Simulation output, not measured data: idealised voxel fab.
Module name: voxel trench capacitor (process module)
cross-section cut | 265 nm wide | cells 5 nm
This document writes a cross-section as a grid whose cells are square, and gives it as bands, listed from the top down; one or more rows of cells form a band.
A band entry consists of two parts. The first gives the height of the band's top and the height of its bottom, in nm. The rest lists the band's materials from left to right, each with its width in nm. A single material labelled with the word "edge to edge" fills the band from edge to edge, and the word "blank" marks empty space.
Height 0 is the level under which the wafer as received is all one material. The lowest band goes on downwards, as in "top 0, no bottom".
Width "30->40": first value at the band's top row of cells, second value at its bottom row, equal change from row to row.
When a step is marked "no modifications", none of the cells in the cross-section changed during that step.
Cavities, sealed: empty space of 8 cells or more with no open way to the top, each as width x height at its distance from the left edge, in nm
Note: text after step settings on the step line = simulator remark on that step.
overlay nm: for a step with a mask, the amount by which the mask lay right of where it was planned; a negative amount means left of it.
Read each pair as before and after one process step. The after cross-section shows only down to the lowest band that changed. The step between them and its settings are given below the pair. Pairs can come from different runs of this module on the same starting wafer. A pair continues from the pair above only where its "Prior state" entry says so.

**Prior state**
* top 10, bottom 5  HfO2: 45; blank: 10; HfO2: 45; blank: 10; HfO2: 45; blank: 10; HfO2: 45; blank: 10; HfO2: 45
* top 5, bottom 0  SiN: 40; HfO2: 5; blank: 10; HfO2: 5; SiN: 35; HfO2: 5; blank: 10; HfO2: 5; SiN: 35; HfO2: 5; blank: 10; HfO2: 5; SiN: 35; HfO2: 5; blank: 10; HfO2: 5; SiN: 40
* top 0, bottom -35  Si: 40; HfO2: 5; blank: 10; HfO2: 5; Si: 35; HfO2: 5; blank: 10; HfO2: 5; Si: 35; HfO2: 5; blank: 10; HfO2: 5; Si: 35; HfO2: 5; blank: 10; HfO2: 5; Si: 40
* top -35, bottom -40  Si: 40; HfO2: 20; Si: 35; HfO2: 20; Si: 35; HfO2: 20; Si: 35; HfO2: 20; Si: 40
* top -40, no bottom  Si edge to edge
* Cavities, sealed: none

**Cross-Section Thereafter**
* top 15, bottom 10  TiN edge to edge
* top 10, bottom 5  HfO2: 45; TiN: 10; HfO2: 45; TiN: 10; HfO2: 45; TiN: 10; HfO2: 45; TiN: 10; HfO2: 45
* top 5, bottom 0  SiN: 40; HfO2: 5; TiN: 10; HfO2: 5; SiN: 35; HfO2: 5; TiN: 10; HfO2: 5; SiN: 35; HfO2: 5; TiN: 10; HfO2: 5; SiN: 35; HfO2: 5; TiN: 10; HfO2: 5; SiN: 40
* top 0, bottom -35  Si: 40; HfO2: 5; TiN: 10; HfO2: 5; Si: 35; HfO2: 5; TiN: 10; HfO2: 5; Si: 35; HfO2: 5; TiN: 10; HfO2: 5; Si: 35; HfO2: 5; TiN: 10; HfO2: 5; Si: 40
* Below a height of -35, the structure has not been altered.
* Cavities, sealed: none
The process step separating the two cross-sections depicted above is as follows: CONFORMAL_DEP,material TiN,thk nm 5

Prior state: It is represented by the cross-section appearing after the step of the pair directly above.

**Cross-Section Thereafter**
* top 20, bottom 15  W edge to edge
* Below a height of 15, the structure has not been altered.
* Cavities, sealed: none
The process step separating the two cross-sections depicted above is as follows: FILL_DEP,material W,thk nm 5

Prior state: It is represented by the cross-section appearing after the step of the pair directly above.

**Cross-Section Thereafter**
* top 5, bottom 0  SiN: 40; HfO2: 5; TiN: 10; HfO2: 5; SiN: 35; HfO2: 5; TiN: 10; HfO2: 5; SiN: 35; HfO2: 5; TiN: 10; HfO2: 5; SiN: 35; HfO2: 5; TiN: 10; HfO2: 5; SiN: 40
* Below a height of 0, the structure has not been altered.
* Cavities, sealed: none
The process step separating the two cross-sections depicted above is as follows: CMP,height nm 5

**Prior state**
* top 20, bottom 5  aC edge to edge
* top 5, bottom 0  SiN edge to edge
* top 0, no bottom  Si edge to edge
* Cavities, sealed: none

**Cross-Section Thereafter**
* top 55, bottom 20  resist: 30; blank: 25; resist: 30; blank: 25; resist: 30; blank: 25; resist: 30; blank: 25; resist: 45
* Below a height of 20, the structure has not been altered.
* Cavities, sealed: none
The process step separating the two cross-sections depicted above is as follows: PATTERN,tone open,mask id TRENCH,material resist,width nm 25,pitch nm 55,thk nm 35,overlay nm -5

Prior state: It is represented by the cross-section appearing after the step of the pair directly above.

**Cross-Section Thereafter**
* top 40, bottom 20  resist: 30; blank: 25; resist: 30; blank: 25; resist: 30; blank: 25; resist: 30; blank: 25; resist: 45
* top 20, bottom 5  aC: 30; blank: 25; aC: 30; blank: 25; aC: 30; blank: 25; aC: 30; blank: 25; aC: 45
* Below a height of 5, the structure has not been altered.
* Cavities, sealed: none
The process step separating the two cross-sections depicted above is as follows: DIRECTIONAL_ETCH,etch materials aC,depth nm 15

Prior state: It is represented by the cross-section appearing after the step of the pair directly above.

**Cross-Section Thereafter**
* top 20, bottom 5  aC: 30; blank: 25; aC: 30; blank: 25; aC: 30; blank: 25; aC: 30; blank: 25; aC: 45
* Below a height of 5, the structure has not been altered.
* Cavities, sealed: none
The process step separating the two cross-sections depicted above is as follows: STRIP,etch materials resist

Prior state: It is represented by the cross-section appearing after the step of the pair directly above.

**Cross-Section Thereafter**
* top 20, bottom 5  aC: 30; blank: 25; aC: 30; blank: 25; aC: 30; blank: 25; aC: 30; blank: 25; aC: 45
* top 5, bottom 0  SiN: 30; blank: 25; SiN: 30; blank: 25; SiN: 30; blank: 25; SiN: 30; blank: 25; SiN: 45
* Below a height of 0, the structure has not been altered.
* Cavities, sealed: none
The process step separating the two cross-sections depicted above is as follows: DIRECTIONAL_ETCH,etch materials SiN,depth nm 5

Prior state: It is represented by the cross-section appearing after the step of the pair directly above.

**Cross-Section Thereafter**
* top 20, bottom 5  aC: 30; blank: 25; aC: 30; blank: 25; aC: 30; blank: 25; aC: 30; blank: 25; aC: 45
* top 5, bottom 0  SiN: 30; blank: 25; SiN: 30; blank: 25; SiN: 30; blank: 25; SiN: 30; blank: 25; SiN: 45
* top 0, bottom -40  Si: 30; blank: 25; Si: 30; blank: 25; Si: 30; blank: 25; Si: 30; blank: 25; Si: 45
* Below a height of -40, the structure has not been altered.
* Cavities, sealed: none
The process step separating the two cross-sections depicted above is as follows: DIRECTIONAL_ETCH,etch materials Si,depth nm 40

Prior state: It is represented by the cross-section appearing after the step of the pair directly above.

**Cross-Section Thereafter**
* top 5, bottom 0  SiN: 30; blank: 25; SiN: 30; blank: 25; SiN: 30; blank: 25; SiN: 30; blank: 25; SiN: 45
* Below a height of 0, the structure has not been altered.
* Cavities, sealed: none
The process step separating the two cross-sections depicted above is as follows: STRIP,etch materials aC

Prior state: It is represented by the cross-section appearing after the step of the pair directly above.

**Cross-Section Thereafter**
* top 10, bottom 5  HfO2: 35; blank: 15; HfO2: 40; blank: 15; HfO2: 40; blank: 15; HfO2: 40; blank: 15; HfO2: 50
* top 5, bottom 0  SiN: 30; HfO2: 5; blank: 15; HfO2: 5; SiN: 30; HfO2: 5; blank: 15; HfO2: 5; SiN: 30; HfO2: 5; blank: 15; HfO2: 5; SiN: 30; HfO2: 5; blank: 15; HfO2: 5; SiN: 45
* top 0, bottom -35  Si: 30; HfO2: 5; blank: 15; HfO2: 5; Si: 30; HfO2: 5; blank: 15; HfO2: 5; Si: 30; HfO2: 5; blank: 15; HfO2: 5; Si: 30; HfO2: 5; blank: 15; HfO2: 5; Si: 45
* top -35, bottom -40  Si: 30; HfO2: 25; Si: 30; HfO2: 25; Si: 30; HfO2: 25; Si: 30; HfO2: 25; Si: 45
* Below a height of -40, the structure has not been altered.
* Cavities, sealed: none
The process step separating the two cross-sections depicted above is as follows: CONFORMAL_DEP,material HfO2,thk nm 5

Prior state: It is represented by the cross-section appearing after the step of the pair directly above.

**Cross-Section Thereafter**
* top 15, bottom 10  TiN: 40; blank: 5; TiN: 50; blank: 5; TiN: 50; blank: 5; TiN: 50; blank: 5; TiN: 55
* top 10, bottom 5  HfO2: 35; TiN: 5; blank: 5; TiN: 5; HfO2: 40; TiN: 5; blank: 5; TiN: 5; HfO2: 40; TiN: 5; blank: 5; TiN: 5; HfO2: 40; TiN: 5; blank: 5; TiN: 5; HfO2: 50
* top 5, bottom 0  SiN: 30; HfO2: 5; TiN: 5; blank: 5; TiN: 5; HfO2: 5; SiN: 30; HfO2: 5; TiN: 5; blank: 5; TiN: 5; HfO2: 5; SiN: 30; HfO2: 5; TiN: 5; blank: 5; TiN: 5; HfO2: 5; SiN: 30; HfO2: 5; TiN: 5; blank: 5; TiN: 5; HfO2: 5; SiN: 45
* top 0, bottom -30  Si: 30; HfO2: 5; TiN: 5; blank: 5; TiN: 5; HfO2: 5; Si: 30; HfO2: 5; TiN: 5; blank: 5; TiN: 5; HfO2: 5; Si: 30; HfO2: 5; TiN: 5; blank: 5; TiN: 5; HfO2: 5; Si: 30; HfO2: 5; TiN: 5; blank: 5; TiN: 5; HfO2: 5; Si: 45
* top -30, bottom -35  Si: 30; HfO2: 5; TiN: 15; HfO2: 5; Si: 30; HfO2: 5; TiN: 15; HfO2: 5; Si: 30; HfO2: 5; TiN: 15; HfO2: 5; Si: 30; HfO2: 5; TiN: 15; HfO2: 5; Si: 45
* Below a height of -35, the structure has not been altered.
* Cavities, sealed: none
The process step separating the two cross-sections depicted above is as follows: CONFORMAL_DEP,material TiN,thk nm 5

Prior state: It is represented by the cross-section appearing after the step of the pair directly above.

**Cross-Section Thereafter**
* top 20, bottom 15  W edge to edge
* top 15, bottom 10  TiN: 40; W: 5; TiN: 50; W: 5; TiN: 50; W: 5; TiN: 50; W: 5; TiN: 55
* top 10, bottom 5  HfO2: 35; TiN: 5; W: 5; TiN: 5; HfO2: 40; TiN: 5; W: 5; TiN: 5; HfO2: 40; TiN: 5; W: 5; TiN: 5; HfO2: 40; TiN: 5; W: 5; TiN: 5; HfO2: 50
* top 5, bottom 0  SiN: 30; HfO2: 5; TiN: 5; W: 5; TiN: 5; HfO2: 5; SiN: 30; HfO2: 5; TiN: 5; W: 5; TiN: 5; HfO2: 5; SiN: 30; HfO2: 5; TiN: 5; W: 5; TiN: 5; HfO2: 5; SiN: 30; HfO2: 5; TiN: 5; W: 5; TiN: 5; HfO2: 5; SiN: 45
* top 0, bottom -30  Si: 30; HfO2: 5; TiN: 5; W: 5; TiN: 5; HfO2: 5; Si: 30; HfO2: 5; TiN: 5; W: 5; TiN: 5; HfO2: 5; Si: 30; HfO2: 5; TiN: 5; W: 5; TiN: 5; HfO2: 5; Si: 30; HfO2: 5; TiN: 5; W: 5; TiN: 5; HfO2: 5; Si: 45
* Below a height of -30, the structure has not been altered.
* Cavities, sealed: none
The process step separating the two cross-sections depicted above is as follows: FILL_DEP,material W,thk nm 5

Prior state: It is represented by the cross-section appearing after the step of the pair directly above.

**Cross-Section Thereafter**
* top 5, bottom 0  SiN: 30; HfO2: 5; TiN: 5; W: 5; TiN: 5; HfO2: 5; SiN: 30; HfO2: 5; TiN: 5; W: 5; TiN: 5; HfO2: 5; SiN: 30; HfO2: 5; TiN: 5; W: 5; TiN: 5; HfO2: 5; SiN: 30; HfO2: 5; TiN: 5; W: 5; TiN: 5; HfO2: 5; SiN: 45
* Below a height of 0, the structure has not been altered.
* Cavities, sealed: none
The process step separating the two cross-sections depicted above is as follows: CMP,height nm 5

**Prior state**
* top 10, bottom 5  HfO2: 40; blank: 15; HfO2: 40; blank: 15; HfO2: 40; blank: 15; HfO2: 40; blank: 15; HfO2: 45
* top 5, bottom 0  SiN: 35; HfO2: 5; blank: 15; HfO2: 5; SiN: 30; HfO2: 5; blank: 15; HfO2: 5; SiN: 30; HfO2: 5; blank: 15; HfO2: 5; SiN: 30; HfO2: 5; blank: 15; HfO2: 5; SiN: 40
* top 0, bottom -35  Si: 35; HfO2: 5; blank: 15; HfO2: 5; Si: 30; HfO2: 5; blank: 15; HfO2: 5; Si: 30; HfO2: 5; blank: 15; HfO2: 5; Si: 30; HfO2: 5; blank: 15; HfO2: 5; Si: 40
* top -35, bottom -40  Si: 35; HfO2: 25; Si: 30; HfO2: 25; Si: 30; HfO2: 25; Si: 30; HfO2: 25; Si: 40
* top -40, no bottom  Si edge to edge
* Cavities, sealed: none

**Cross-Section Thereafter**
* top 15, bottom 5  HfO2: 45; blank: 5; HfO2: 50; blank: 5; HfO2: 50; blank: 5; HfO2: 50; blank: 5; HfO2: 50
* top 5, bottom 0  SiN: 35; HfO2: 10; blank: 5; HfO2: 10; SiN: 30; HfO2: 10; blank: 5; HfO2: 10; SiN: 30; HfO2: 10; blank: 5; HfO2: 10; SiN: 30; HfO2: 10; blank: 5; HfO2: 10; SiN: 40
* top 0, bottom -30  Si: 35; HfO2: 10; blank: 5; HfO2: 10; Si: 30; HfO2: 10; blank: 5; HfO2: 10; Si: 30; HfO2: 10; blank: 5; HfO2: 10; Si: 30; HfO2: 10; blank: 5; HfO2: 10; Si: 40
* top -30, bottom -40  Si: 35; HfO2: 25; Si: 30; HfO2: 25; Si: 30; HfO2: 25; Si: 30; HfO2: 25; Si: 40
* Below a height of -40, the structure has not been altered.
* Cavities, sealed: none
The process step separating the two cross-sections depicted above is as follows: CONFORMAL_DEP,material HfO2,thk nm 5

Prior state: It is represented by the cross-section appearing after the step of the pair directly above.

**Cross-Section Thereafter**
* top 20, bottom 15  W edge to edge
* top 15, bottom 5  HfO2: 45; W: 5; HfO2: 50; W: 5; HfO2: 50; W: 5; HfO2: 50; W: 5; HfO2: 50
* top 5, bottom 0  SiN: 35; HfO2: 10; W: 5; HfO2: 10; SiN: 30; HfO2: 10; W: 5; HfO2: 10; SiN: 30; HfO2: 10; W: 5; HfO2: 10; SiN: 30; HfO2: 10; W: 5; HfO2: 10; SiN: 40
* top 0, bottom -30  Si: 35; HfO2: 10; W: 5; HfO2: 10; Si: 30; HfO2: 10; W: 5; HfO2: 10; Si: 30; HfO2: 10; W: 5; HfO2: 10; Si: 30; HfO2: 10; W: 5; HfO2: 10; Si: 40
* Below a height of -30, the structure has not been altered.
* Cavities, sealed: none
The process step separating the two cross-sections depicted above is as follows: FILL_DEP,material W,thk nm 5

Prior state: It is represented by the cross-section appearing after the step of the pair directly above.

**Cross-Section Thereafter**
* top 5, bottom 0  SiN: 35; HfO2: 10; W: 5; HfO2: 10; SiN: 30; HfO2: 10; W: 5; HfO2: 10; SiN: 30; HfO2: 10; W: 5; HfO2: 10; SiN: 30; HfO2: 10; W: 5; HfO2: 10; SiN: 40
* Below a height of 0, the structure has not been altered.
* Cavities, sealed: none
The process step separating the two cross-sections depicted above is as follows: CMP,height nm 5

**Prior state**
* top 20, bottom 5  aC edge to edge
* top 5, bottom 0  SiN edge to edge
* top 0, no bottom  Si edge to edge
* Cavities, sealed: none

**Cross-Section Thereafter**
* top 55, bottom 20  blank: 35; resist: 25; blank: 30; resist: 25; blank: 30; resist: 25; blank: 30; resist: 25; blank: 40
* Below a height of 20, the structure has not been altered.
* Cavities, sealed: none
The process step separating the two cross-sections depicted above is as follows: PATTERN,tone cover,mask id TRENCH,material resist,width nm 25,pitch nm 55,thk nm 35,overlay nm 0

Prior state: It is represented by the cross-section appearing after the step of the pair directly above.

**Cross-Section Thereafter**
* top 40, bottom 20  blank: 35; resist: 25; blank: 30; resist: 25; blank: 30; resist: 25; blank: 30; resist: 25; blank: 40
* top 20, bottom 5  blank: 35; aC: 25; blank: 30; aC: 25; blank: 30; aC: 25; blank: 30; aC: 25; blank: 40
* Below a height of 5, the structure has not been altered.
* Cavities, sealed: none
The process step separating the two cross-sections depicted above is as follows: DIRECTIONAL_ETCH,etch materials aC,depth nm 15

Prior state: It is represented by the cross-section appearing after the step of the pair directly above.

**Cross-Section Thereafter**
* top 20, bottom 5  blank: 35; aC: 25; blank: 30; aC: 25; blank: 30; aC: 25; blank: 30; aC: 25; blank: 40
* Below a height of 5, the structure has not been altered.
* Cavities, sealed: none
The process step separating the two cross-sections depicted above is as follows: STRIP,etch materials resist

Prior state: It is represented by the cross-section appearing after the step of the pair directly above.

**Cross-Section Thereafter**
* top 20, bottom 5  blank: 35; aC: 25; blank: 30; aC: 25; blank: 30; aC: 25; blank: 30; aC: 25; blank: 40
* top 5, bottom 0  blank: 35; SiN: 25; blank: 30; SiN: 25; blank: 30; SiN: 25; blank: 30; SiN: 25; blank: 40
* Below a height of 0, the structure has not been altered.
* Cavities, sealed: none
The process step separating the two cross-sections depicted above is as follows: DIRECTIONAL_ETCH,etch materials SiN,depth nm 5

Prior state: It is represented by the cross-section appearing after the step of the pair directly above.

**Cross-Section Thereafter**
* top 20, bottom 5  blank: 35; aC: 25; blank: 30; aC: 25; blank: 30; aC: 25; blank: 30; aC: 25; blank: 40
* top 5, bottom 0  blank: 35; SiN: 25; blank: 30; SiN: 25; blank: 30; SiN: 25; blank: 30; SiN: 25; blank: 40
* top 0, bottom -40  blank: 35; Si: 25; blank: 30; Si: 25; blank: 30; Si: 25; blank: 30; Si: 25; blank: 40
* Below a height of -40, the structure has not been altered.
* Cavities, sealed: none
The process step separating the two cross-sections depicted above is as follows: DIRECTIONAL_ETCH,etch materials Si,depth nm 40

Prior state: It is represented by the cross-section appearing after the step of the pair directly above.

**Cross-Section Thereafter**
* top 5, bottom 0  blank: 35; SiN: 25; blank: 30; SiN: 25; blank: 30; SiN: 25; blank: 30; SiN: 25; blank: 40
* Below a height of 0, the structure has not been altered.
* Cavities, sealed: none
The process step separating the two cross-sections depicted above is as follows: STRIP,etch materials aC

Prior state: It is represented by the cross-section appearing after the step of the pair directly above.

**Cross-Section Thereafter**
* top 10, bottom 5  blank: 30; HfO2: 35; blank: 20; HfO2: 35; blank: 20; HfO2: 35; blank: 20; HfO2: 35; blank: 35
* top 5, bottom 0  blank: 30; HfO2: 5; SiN: 25; HfO2: 5; blank: 20; HfO2: 5; SiN: 25; HfO2: 5; blank: 20; HfO2: 5; SiN: 25; HfO2: 5; blank: 20; HfO2: 5; SiN: 25; HfO2: 5; blank: 35
* top 0, bottom -35  blank: 30; HfO2: 5; Si: 25; HfO2: 5; blank: 20; HfO2: 5; Si: 25; HfO2: 5; blank: 20; HfO2: 5; Si: 25; HfO2: 5; blank: 20; HfO2: 5; Si: 25; HfO2: 5; blank: 35
* top -35, bottom -40  HfO2: 35; Si: 25; HfO2: 30; Si: 25; HfO2: 30; Si: 25; HfO2: 30; Si: 25; HfO2: 40
* Below a height of -40, the structure has not been altered.
* Cavities, sealed: none
The process step separating the two cross-sections depicted above is as follows: CONFORMAL_DEP,material HfO2,thk nm 5

Prior state: It is represented by the cross-section appearing after the step of the pair directly above.

**Cross-Section Thereafter**
* top 15, bottom 10  blank: 25; TiN: 45; blank: 10; TiN: 45; blank: 10; TiN: 45; blank: 10; TiN: 45; blank: 30
* top 10, bottom 5  blank: 25; TiN: 5; HfO2: 35; TiN: 5; blank: 10; TiN: 5; HfO2: 35; TiN: 5; blank: 10; TiN: 5; HfO2: 35; TiN: 5; blank: 10; TiN: 5; HfO2: 35; TiN: 5; blank: 30
* top 5, bottom 0  blank: 25; TiN: 5; HfO2: 5; SiN: 25; HfO2: 5; TiN: 5; blank: 10; TiN: 5; HfO2: 5; SiN: 25; HfO2: 5; TiN: 5; blank: 10; TiN: 5; HfO2: 5; SiN: 25; HfO2: 5; TiN: 5; blank: 10; TiN: 5; HfO2: 5; SiN: 25; HfO2: 5; TiN: 5; blank: 30
* top 0, bottom -30  blank: 25; TiN: 5; HfO2: 5; Si: 25; HfO2: 5; TiN: 5; blank: 10; TiN: 5; HfO2: 5; Si: 25; HfO2: 5; TiN: 5; blank: 10; TiN: 5; HfO2: 5; Si: 25; HfO2: 5; TiN: 5; blank: 10; TiN: 5; HfO2: 5; Si: 25; HfO2: 5; TiN: 5; blank: 30
* top -30, bottom -35  TiN: 30; HfO2: 5; Si: 25; HfO2: 5; TiN: 20; HfO2: 5; Si: 25; HfO2: 5; TiN: 20; HfO2: 5; Si: 25; HfO2: 5; TiN: 20; HfO2: 5; Si: 25; HfO2: 5; TiN: 35
* Below a height of -35, the structure has not been altered.
* Cavities, sealed: none
The process step separating the two cross-sections depicted above is as follows: CONFORMAL_DEP,material TiN,thk nm 5

Prior state: It is represented by the cross-section appearing after the step of the pair directly above.

**Cross-Section Thereafter**
* top 20, bottom 15  W edge to edge
* top 15, bottom 10  W: 25; TiN: 45; W: 10; TiN: 45; W: 10; TiN: 45; W: 10; TiN: 45; W: 30
* top 10, bottom 5  W: 25; TiN: 5; HfO2: 35; TiN: 5; W: 10; TiN: 5; HfO2: 35; TiN: 5; W: 10; TiN: 5; HfO2: 35; TiN: 5; W: 10; TiN: 5; HfO2: 35; TiN: 5; W: 30
* top 5, bottom 0  W: 25; TiN: 5; HfO2: 5; SiN: 25; HfO2: 5; TiN: 5; W: 10; TiN: 5; HfO2: 5; SiN: 25; HfO2: 5; TiN: 5; W: 10; TiN: 5; HfO2: 5; SiN: 25; HfO2: 5; TiN: 5; W: 10; TiN: 5; HfO2: 5; SiN: 25; HfO2: 5; TiN: 5; W: 30
* top 0, bottom -30  W: 25; TiN: 5; HfO2: 5; Si: 25; HfO2: 5; TiN: 5; W: 10; TiN: 5; HfO2: 5; Si: 25; HfO2: 5; TiN: 5; W: 10; TiN: 5; HfO2: 5; Si: 25; HfO2: 5; TiN: 5; W: 10; TiN: 5; HfO2: 5; Si: 25; HfO2: 5; TiN: 5; W: 30
* Below a height of -30, the structure has not been altered.
* Cavities, sealed: none
The process step separating the two cross-sections depicted above is as follows: FILL_DEP,material W,thk nm 5

Prior state: It is represented by the cross-section appearing after the step of the pair directly above.

**Cross-Section Thereafter**
* top 5, bottom 0  W: 25; TiN: 5; HfO2: 5; SiN: 25; HfO2: 5; TiN: 5; W: 10; TiN: 5; HfO2: 5; SiN: 25; HfO2: 5; TiN: 5; W: 10; TiN: 5; HfO2: 5; SiN: 25; HfO2: 5; TiN: 5; W: 10; TiN: 5; HfO2: 5; SiN: 25; HfO2: 5; TiN: 5; W: 30
* Below a height of 0, the structure has not been altered.
* Cavities, sealed: none
The process step separating the two cross-sections depicted above is as follows: CMP,height nm 5
